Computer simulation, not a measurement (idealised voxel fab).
A process module follows: voxel lift off.
In the cross-section labelled cut, the width is 205 nm and each square cell is 5 nm.
In what follows, cross-sections appear as grids of square cells, described through bands that run from the top down, where every band is one or more rows of cells. Each band's line starts with the height of the band's top and of its bottom, in nm. Then come its materials from left to right, each with its width in nm. One material with "everywhere" fills the band from edge to edge. "empty" is empty space. All heights in this document are referenced to 0, defined as the level beneath which the wafer, as received, consists entirely of one material. The lowest band is not bounded below; it extends indefinitely downward and is written in the form "0 nm and below". So if you see something like "30..40" for the width, read it as the top row of the band sitting at the first number and the bottom row at the second, with every row in between moving by the same amount as the last. "no change occurred" -> step changed no cross-section cell. Look at "Enclosed cavities" for the closed voids: empty spaces with no open path to the top, sized 8 cells or up. Each is width x height at distance, distance from the left edge, all nm. Whatever follows a step's settings on its line is a remark the simulator itself makes about that step. You can add "overlay nm" to a step's line. For a step with a mask, it describes how far the mask lay to the right of its planned position, and a negative number describes a lay to the left.

THIS SECTION LISTS THE PROCESS STEPS THAT WERE PLANNED
1: RECEIVE with material Si
2: CONFORMAL_DEP with material SiN, thk nm 5
3: PATTERN with tone open, mask id LINES, material resist, width nm 15, pitch nm 40, thk nm 25, overlay nm 0
4: DIRECTIONAL_DEP with material Ru, thk nm 15
5: STRIP with etch materials resist
6: CONFORMAL_DEP with material SiO2, thk nm 5
The width nm used in step 3 is not the same on every wafer, whereas the starting condition is; the value printed in the plan is the first wafer's.

INCOMING STATE OF THE FIRST OF SEVERAL WAFERS IN CROSS-SECTION: AFTER STEP 1
    0 nm and below = Si everywhere
    Enclosed cavities: none

TAKE ANY ROW AND YOU HAVE A WAFER AT THE END OF THE MODULE: HOW MANY CELLS OF EACH MATERIAL IT HAS GAINED (+) OR LOST (-) SINCE IT WAS RECEIVED, AND THEN ITS CLOSED VOIDS
width nm 15, +18 Ru, +41 SiN, +53 SiO2, Enclosed cavities: none
width nm 20, +24 Ru, +41 SiN, +53 SiO2, Enclosed cavities: none
width nm 25, +30 Ru, +41 SiN, +53 SiO2, Enclosed cavities: none
